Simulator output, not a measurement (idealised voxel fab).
voxel local oxidation: a process module
Section cut is 285 nm wide and gridded with 5 nm square cells.
Notation: cross-section as square-cell grid; stated in bands, top first, going down; one or more cell rows per band.
Band: top height; bottom height; in nm. Then, left to right: material with width in nm, for each material. "everywhere": a single material spanning edge to edge. "blank": empty space.
Counting heights begins at 0, where everything beneath is, in the wafer as received, one material. The lowest band has no bottom; it goes on downwards, as "from 0 down" shows.
Width: "30 to 40" (first number = top row, second number = bottom row, same change from row to row of cells).
"remained the same" means the step left every cell of the cross-section as it was.
"Unvented cavities": empty spaces of 8 cells or more with no open way to the top, each given as width x height at distance, distance from the left edge, all in nm.
Heads up: the bit after the settings on a step's line is the simulator's remark on that step.
overlay nm, on a step with a mask: how far to the right of its planned place the mask lay; to the left if negative
# Process steps (planned)
- 1: RECEIVE, material Si
- 2: CONFORMAL_DEP, material SiO2, thk nm 5
- 3: CONFORMAL_DEP, material SiN, thk nm 10
- 4: MASKED_ETCH, tone cover, mask id ACTIVE, width nm 110, etch materials SiN, depth nm 10, overlay nm 0
- 5: SELECTIVE_ETCH, etch materials SiO2, depth nm 5
- 6: OXIDIZE, depth nm 15
- 7: STRIP, etch materials SiN
# The cross-section here shows the wafer as received, i.e. in its state after step 1
from 0 down | Si everywhere
Unvented cavities: none
# Final cross-section, module run with one mistake (start and plan as above)
from 5 to 0 | blank 80 nm / SiO2 100 nm / blank 105 nm
from 0 to -15 | SiO2 95 nm / Si 70 nm / SiO2 120 nm
from -15 down | Si everywhere
Unvented cavities: none
what went wrong: off-plan run, step 4, actual operation and settings MASKED_ETCH, tone cover, mask id ACTIVE, width nm 110, etch materials SiN, depth nm 10, overlay nm -10
